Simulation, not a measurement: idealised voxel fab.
Title: Process Module voxel capacitor over wiring
Cross-section cut: width 180 nm, square cells of 5 nm.
Cross-section layout: square cells on a grid; listed as bands, top to bottom; a band spans one or more cell rows.
Heights first: top, then bottom, in nm. Then materials, left to right, each with a width in nm. "all across" on a single material: fills the band edge to edge. "blank": empty space.
The reference from which all heights are counted is 0, the level beneath which the as-received wafer is entirely one material; the lowest band, having no lower bound, proceeds downward and is written after the example "z 0 and below".
It should be noted that a width expressed as "30 to 40" varies in equal increments from row to row of cells within the band, taking the value of the first number at the top row and that of the second number at the bottom row.
No cell of the cross-section changed in a step that is given as "same as before".
The list in "Non-vented voids" covers empty spaces of 8 cells or more that cannot reach the top through any open way, and it gives each as width x height at distance; the distance is from the left edge, and width, height and distance are in nm.
Step line, after settings: the simulator's comment on this step.
The optional step-line setting "overlay nm" applies to steps with a mask and quantifies how far to the right of its planned location the mask lay, a negative value indicating leftward placement.
Every pair from here on: before one process step, after it. The after cross-section reaches only to the lowest band that changed. Below the pair: the step in between and its settings. Pairs can belong to different runs of this module on the same starting wafer; a pair carries on from the pair above only if the entry headed "Preceding state" says so.
# Preceding state
    z 95 to 75: blank: 45 | resist: 65 | blank: 70
    z 75 to 70: blank: 45 | resist: 5 | TiN: 15 | resist: 25 | TiN: 15 | resist: 5 | blank: 70
    z 70 to 65: blank: 45 | resist: 5 | Al2O3: 15 | resist: 25 | Al2O3: 15 | resist: 5 | blank: 70
    z 65 to 55: blank: 15 | TiN: 50 | resist: 25 | TiN: 75 | blank: 15
    z 55 to 50: blank: 15 | Ru: 35 | lowk: 15 | resist: 25 | Ru: 75 | blank: 15
    z 50 to 45: blank: 15 | Ru: 35 | lowk: 15 | TiN: 25 | Ru: 75 | blank: 15
    z 45 to 40: blank: 15 | Ru: 35 | lowk: 15 | Al2O3: 25 | Ru: 75 | blank: 15
    z 40 to 35: TiN: 15 | Ru: 35 | lowk: 15 | TiN: 25 | Ru: 75 | TiN: 15
    z 35 to 30: TiN: 15 | Ru: 35 | SiCN: 15 | TiN: 25 | Ru: 75 | TiN: 15
    z 30 to 15: lowk: 40 | W: 25 | lowk: 50 | W: 25 | lowk: 40
    z 15 to 10: lowk: 40 | TiN: 25 | lowk: 50 | TiN: 25 | lowk: 40
    z 10 to 0: SiO2 all across
    z 0 and below: Si all across
    Non-vented voids: none
# Section After Processing
    z 95 to 75: blank: 45 | resist: 65 | blank: 70
    z 75 to 70: blank: 45 | resist: 5 | TiN: 15 | resist: 25 | TiN: 15 | resist: 5 | blank: 70
    z 70 to 65: blank: 45 | resist: 5 | Al2O3: 15 | resist: 25 | Al2O3: 15 | resist: 5 | blank: 70
    z 65 to 55: blank: 45 | TiN: 20 | resist: 25 | TiN: 20 | blank: 70
    z 55 to 50: blank: 15 | Ru: 35 | lowk: 15 | resist: 25 | Ru: 75 | blank: 15
    z 50 to 45: blank: 15 | Ru: 35 | lowk: 15 | TiN: 25 | Ru: 75 | blank: 15
    z 45 to 40: blank: 15 | Ru: 35 | lowk: 15 | Al2O3: 25 | Ru: 75 | blank: 15
    z 40 to 35: blank: 15 | Ru: 35 | lowk: 15 | TiN: 25 | Ru: 75 | blank: 15
    z 35 to 30: blank: 15 | Ru: 35 | SiCN: 15 | TiN: 25 | Ru: 75 | blank: 15
    Under the height 30 nothing was changed.
    Non-vented voids: none
Between the two cross-sections you see above, the step is DIRECTIONAL_ETCH [etch materials TiN] [depth nm 10]
Preceding state: taken from the pair above, after panel.
# Section After Processing
    z 75 to 70: blank: 50 | TiN: 15 | blank: 25 | TiN: 15 | blank: 75
    z 70 to 65: blank: 50 | Al2O3: 15 | blank: 25 | Al2O3: 15 | blank: 75
    z 65 to 55: blank: 45 | TiN: 20 | blank: 25 | TiN: 20 | blank: 70
    z 55 to 50: blank: 15 | Ru: 35 | lowk: 15 | blank: 25 | Ru: 75 | blank: 15
    Under the height 50 nothing was changed.
    Non-vented voids: none
Between the two cross-sections you see above, the step is STRIP [etch materials resist]
Preceding state: taken from the pair above, after panel.
# Section After Processing
    z 95 to 75: SiO2 all across
    z 75 to 70: SiO2: 50 | TiN: 15 | SiO2: 25 | TiN: 15 | SiO2: 75
    z 70 to 65: SiO2: 50 | Al2O3: 15 | SiO2: 25 | Al2O3: 15 | SiO2: 75
    z 65 to 55: SiO2: 45 | TiN: 20 | SiO2: 25 | TiN: 20 | SiO2: 70
    z 55 to 50: SiO2: 15 | Ru: 35 | lowk: 15 | SiO2: 25 | Ru: 75 | SiO2: 15
    z 50 to 45: SiO2: 15 | Ru: 35 | lowk: 15 | TiN: 25 | Ru: 75 | SiO2: 15
    z 45 to 40: SiO2: 15 | Ru: 35 | lowk: 15 | Al2O3: 25 | Ru: 75 | SiO2: 15
    z 40 to 35: SiO2: 15 | Ru: 35 | lowk: 15 | TiN: 25 | Ru: 75 | SiO2: 15
    z 35 to 30: SiO2: 15 | Ru: 35 | SiCN: 15 | TiN: 25 | Ru: 75 | SiO2: 15
    Under the height 30 nothing was changed.
    Non-vented voids: none
Between the two cross-sections you see above, the step is FILL_DEP [material SiO2] [thk nm 20]
Preceding state: taken from the pair above, after panel.
# Section After Processing
    z 90 to 75: SiO2 all across
    Under the height 75 nothing was changed.
    Non-vented voids: none
Between the two cross-sections you see above, the step is CMP [height nm 90]
Preceding state: taken from the pair above, after panel.
# Section After Processing
    z 110 to 90: resist: 60 | blank: 15 | resist: 105
    Under the height 90 nothing was changed.
    Non-vented voids: none
Between the two cross-sections you see above, the step is PATTERN [tone open] [mask id PLUG_2] [material resist] [width nm 15] [thk nm 20] [overlay nm 0]
Preceding state: taken from the pair above, after panel.
# Section After Processing
    z 110 to 90: resist: 60 | blank: 15 | resist: 105
    z 90 to 75: SiO2: 60 | blank: 15 | SiO2: 105
    Under the height 75 nothing was changed.
    Non-vented voids: none
Between the two cross-sections you see above, the step is DIRECTIONAL_ETCH [etch materials SiO2] [depth nm 15]
Preceding state: taken from the pair above, after panel.
# Section After Processing
    z 90 to 75: SiO2: 60 | blank: 15 | SiO2: 105
    Under the height 75 nothing was changed.
    Non-vented voids: none
Between the two cross-sections you see above, the step is STRIP [etch materials resist]
Preceding state: taken from the pair above, after panel.
# Section After Processing
    z 95 to 90: TiN: 65 | blank: 5 | TiN: 110
    z 90 to 80: SiO2: 60 | TiN: 5 | blank: 5 | TiN: 5 | SiO2: 105
    z 80 to 75: SiO2: 60 | TiN: 15 | SiO2: 105
    Under the height 75 nothing was changed.
    Non-vented voids: none
Between the two cross-sections you see above, the step is CONFORMAL_DEP [material TiN] [thk nm 5]
Preceding state: taken from the pair above, after panel.
# Section After Processing
    z 105 to 95: W all across
    z 95 to 90: TiN: 65 | W: 5 | TiN: 110
    z 90 to 80: SiO2: 60 | TiN: 5 | W: 5 | TiN: 5 | SiO2: 105
    Under the height 80 nothing was changed.
    Non-vented voids: none
Between the two cross-sections you see above, the step is FILL_DEP [material W] [thk nm 10]
Preceding state: taken from the pair above, after panel.
# Section After Processing
    z 90 to 80: SiO2: 60 | TiN: 5 | W: 5 | TiN: 5 | SiO2: 105
    Under the height 80 nothing was changed.
    Non-vented voids: none
Between the two cross-sections you see above, the step is CMP [height nm 90]
Preceding state: taken from the pair above, after panel.
# Section After Processing
    z 95 to 90: SiN all across
    Under the height 90 nothing was changed.
    Non-vented voids: none
Between the two cross-sections you see above, the step is CONFORMAL_DEP [material SiN] [thk nm 5]
